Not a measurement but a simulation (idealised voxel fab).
Process module, titled voxel capacitor over wiring
FYI the section here is cut, 235 nm wide, cells are 5 nm squares.
Think of the cross-section as a grid of square cells. We describe it in bands, top to bottom, and each band covers one or more rows of those cells. Look at the band entry: it leads with the top's height and the bottom's height in nm. Then it lists the materials left to right, with a width in nm for each. The word "all across" on a single material says that material fills the band edge to edge. The word "air" is empty space. Measure heights from 0. That's the level where, below it, the as-received wafer is all one material. The lowest band is bottomless and extends downward; write it as in "from 0 down". The expression "30->40" gives the width at the extremes of the band, the first number at its top row of cells and the second at its bottom row, with the width changing by equal amounts from each row to the next in between. "no change" (step): cross-section cells unchanged, all of them. Listed in "Closed internal voids": every empty space of 8 or more cells without an open way to the top. Form: width x height at distance, the distance being from the left edge, all in nm. after a step's settings: what the simulator itself notes on the step. overlay nm: step with mask; distance mask lay right of planned place; negative value = left of planned place.

-- Listed below are the process steps as planned
step 1: op RECEIVE | material Si
step 2: op CONFORMAL_DEP | material SiO2 | thk nm 15
step 3: op CONFORMAL_DEP | material SiCN | thk nm 5
step 4: op DIRECTIONAL_DEP | material lowk | thk nm 20
step 5: op DIRECTIONAL_DEP | material aC | thk nm 10
step 6: op PATTERN | tone open | mask id METAL_1 | material resist | width nm 25 | pitch nm 85 | thk nm 25 | overlay nm 0
step 7: op DIRECTIONAL_ETCH | etch materials aC | depth nm 10
step 8: op STRIP | etch materials resist
step 9: op DIRECTIONAL_ETCH | etch materials lowk | depth nm 20
step 10: op DIRECTIONAL_ETCH | etch materials SiCN | depth nm 5
step 11: op STRIP | etch materials aC
step 12: op CONFORMAL_DEP | material TiN | thk nm 5
step 13: op FILL_DEP | material Cu | thk nm 10
step 14: op CMP | height nm 40
step 15: op CONFORMAL_DEP | material SiCN | thk nm 5
step 16: op DIRECTIONAL_DEP | material SiO2 | thk nm 15
step 17: op PATTERN | tone open | mask id PLUG_1 | material resist | width nm 15 | thk nm 20 | overlay nm 0
step 18: op DIRECTIONAL_ETCH | etch materials SiO2 | depth nm 15
step 19: op DIRECTIONAL_ETCH | etch materials SiCN | depth nm 5
step 20: op STRIP | etch materials resist
step 21: op CONFORMAL_DEP | material TiN | thk nm 5
step 22: op FILL_DEP | material Ru | thk nm 10
step 23: op CMP | height nm 60
step 24: op DIRECTIONAL_DEP | material TiN | thk nm 5
step 25: op DIRECTIONAL_DEP | material HfO2 | thk nm 5
step 26: op DIRECTIONAL_DEP | material TiN | thk nm 5
step 27: op PATTERN | tone cover | mask id UPPER_PLATE | material resist | width nm 65 | thk nm 20 | overlay nm 0
step 28: op DIRECTIONAL_ETCH | etch materials TiN | depth nm 5
step 29: op DIRECTIONAL_ETCH | etch materials HfO2 | depth nm 5
step 30: op STRIP | etch materials resist
step 31: op MASKED_ETCH | tone cover | mask id LOWER_PLATE | width nm 75 | etch materials TiN | depth nm 5 | overlay nm 0
step 32: op FILL_DEP | material SiO2 | thk nm 15
step 33: op CMP | height nm 85
step 34: op PATTERN | tone open | mask id PLUG_2 | material resist | width nm 15 | thk nm 20 | overlay nm 0
step 35: op DIRECTIONAL_ETCH | etch materials SiO2 | depth nm 10
step 36: op STRIP | etch materials resist
step 37: op CONFORMAL_DEP | material TiN | thk nm 5
step 38: op FILL_DEP | material W | thk nm 5
step 39: op CMP | height nm 85
step 40: op CONFORMAL_DEP | material SiN | thk nm 5

-- Cross-sectional view of the wafer in its as-received condition, corresponding to the state after step 1
* from 0 down  Si all across
* Closed internal voids: none

-- Cross-section taken at module completion on the first of two wafers; processed per the plan
* from 90 to 85  SiN all across
* from 85 to 80  SiO2: 80 | TiN: 5 | W: 5 | TiN: 5 | SiO2: 140
* from 80 to 70  SiO2: 80->70 | TiN: 15->65 | SiO2: 140->100
* from 70 to 65  SiO2: 70 | HfO2: 65 | SiO2: 100
* from 65 to 60  SiO2: 65 | TiN: 75 | SiO2: 95
* from 60 to 45  SiO2: 70 | TiN: 5 | Ru: 5 | TiN: 5 | SiO2: 150
* from 45 to 40  SiCN: 70 | TiN: 15 | SiCN: 150
* from 40 to 20  lowk: 60 | TiN: 5 | Cu: 15 | TiN: 5 | lowk: 60 | TiN: 5 | Cu: 15 | TiN: 5 | lowk: 65
* from 20 to 15  SiCN: 60 | TiN: 25 | SiCN: 60 | TiN: 25 | SiCN: 65
* from 15 to 0  SiO2 all across
* from 0 down  Si all across
* Closed internal voids: none

-- Second wafer through the module, sectioned at the end: same beginning and same plan as the first wafer, with one mistake in carrying it out
* from 90 to 85  SiN all across
* from 85 to 80  SiO2: 80 | TiN: 5 | W: 10 | TiN: 5 | SiO2: 135
* from 80 to 70  SiO2: 80->70 | TiN: 20->65 | SiO2: 135->100
* from 70 to 65  SiO2: 70 | HfO2: 65 | SiO2: 100
* from 65 to 60  SiO2: 65 | TiN: 75 | SiO2: 95
* from 60 to 45  SiO2: 70 | TiN: 5 | Ru: 5 | TiN: 5 | SiO2: 150
* from 45 to 40  SiCN: 70 | TiN: 15 | SiCN: 150
* from 40 to 20  lowk: 60 | TiN: 5 | Cu: 15 | TiN: 5 | lowk: 60 | TiN: 5 | Cu: 15 | TiN: 5 | lowk: 65
* from 20 to 15  SiCN: 60 | TiN: 25 | SiCN: 60 | TiN: 25 | SiCN: 65
* from 15 to 0  SiO2 all across
* from 0 down  Si all across
* Closed internal voids: none
Run error: step 34 changed vs plan, executed as op PATTERN | tone open | mask id PLUG_2 | material resist | width nm 20 | thk nm 20 | overlay nm 0
Wrapping up, a cell-based count of both wafers puts the second over or under the first for these materials: SiO2 -2, TiN +1, W +1
